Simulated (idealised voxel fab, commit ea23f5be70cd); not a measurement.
The name of this process module is voxel ribs on slabs.
Shown is cross-section cut, with a width of 155 nm and square cells of size 5 nm.
This document writes a cross-section as a grid whose cells are square, and gives it as bands, listed from the top down; one or more rows of cells form a band. The entry gives the band's vertical extent as a top height and a bottom height in nm, then its horizontal make-up as materials from left to right, each with a width in nm. "empty" stands for empty space; a single material marked "throughout" fills the band edge to edge. Heights are measured from 0, the level below which the as-received wafer is all one material; the lowest band has no bottom and continues downward, written as in "from 0 down". A width given as "30 to 40" starts at the first number in the band's top row and ends at the second number in its bottom row, shifting by an equal amount at every step from row to row. You'll sometimes find "no alteration" written for a step, and that's the way of saying that nowhere in the cross-section did a cell change during that step. Any empty space of 8 cells or more lacking an open way to the top shows up in "Closed internal voids" as width x height at distance, distance from the left edge, in nm. Heads up: the bit after the settings on a step's line is the simulator's remark on that step. If you see "overlay nm" on a step's line and that step has a mask, it's telling you how far right of where it was planned the mask ended up; a negative number means it went left instead.
PLAN
| 1 | RECEIVE | material Si |
| 2 | DIRECTIONAL_DEP | material SiO2 | thk nm 25 |
| 3 | DIRECTIONAL_DEP | material SiN | thk nm 15 |
| 4 | PATTERN | tone cover | mask id RIB | material resist | width nm 15 | thk nm 15 | overlay nm 0 |
| 5 | DIRECTIONAL_ETCH | etch materials SiN | depth nm 10 |
| 6 | STRIP | etch materials resist |
| 7 | MASKED_ETCH | tone cover | mask id SLAB | width nm 65 | etch materials SiN | depth nm 5 | overlay nm 0 |
| 8 | FILL_DEP | material SiO2 | thk nm 20 |
| 9 | CMP | height nm 55 |
| 10 | DIRECTIONAL_DEP | material W | thk nm 10 |
| 11 | MASKED_ETCH | tone cover | mask id HEATER | width nm 25 | etch materials W | depth nm 10 | overlay nm -15 |
| 12 | CONFORMAL_DEP | material SiO2 | thk nm 10 |
The wafers are alike at the start. At step 11, their overlay nm differs. The plan lists the first wafer's value.
AFTER STEP 1, AS RECEIVED: FIRST OF SEVERAL WAFERS, CROSS-SECTION
* from 0 down | Si throughout
* Closed internal voids: none
FIRST OF SEVERAL WAFERS: CROSS-SECTION AT THE END OF THE MODULE, AFTER STEP 12, ITS LAST STEP
* from 75 to 65 | 40 empty  45 SiO2  70 empty
* from 65 to 55 | 50 SiO2  25 W  80 SiO2
* from 55 to 40 | SiO2 throughout
* from 40 to 30 | 70 SiO2  15 SiN  70 SiO2
* from 30 to 25 | 45 SiO2  65 SiN  45 SiO2
* from 25 to 0 | SiO2 throughout
* from 0 down | Si throughout
* Closed internal voids: none
CROSS-SECTION, LAST WAFER, MODULE COMPLETION
* from 75 to 65 | 70 empty  45 SiO2  40 empty
* from 65 to 55 | 80 SiO2  25 W  50 SiO2
* from 55 to 40 | SiO2 throughout
* from 40 to 30 | 70 SiO2  15 SiN  70 SiO2
* from 30 to 25 | 45 SiO2  65 SiN  45 SiO2
* from 25 to 0 | SiO2 throughout
* from 0 down | Si throughout
* Closed internal voids: none
FOR YOUR REFERENCE, THE TABLE IS ORGANIZED WITH A ROW PER WAFER; EACH ROW REFLECTS THE WAFER AT THE END OF THE MODULE, INDICATING FOR EACH MATERIAL THE CELLS GAINED (+) OR LOST (-) SINCE RECEIPT, AND THEREAFTER ITS CLOSED VOIDS
overlay nm -15, +19 SiN, +392 SiO2, +10 W, Closed internal voids: none
overlay nm -10, +19 SiN, +392 SiO2, +10 W, Closed internal voids: none
overlay nm -5, +19 SiN, +392 SiO2, +10 W, Closed internal voids: none
overlay nm 0, +19 SiN, +392 SiO2, +10 W, Closed internal voids: none
overlay nm 5, +19 SiN, +392 SiO2, +10 W, Closed internal voids: none
overlay nm 10, +19 SiN, +392 SiO2, +10 W, Closed internal voids: none
overlay nm 15, +19 SiN, +392 SiO2, +10 W, Closed internal voids: none
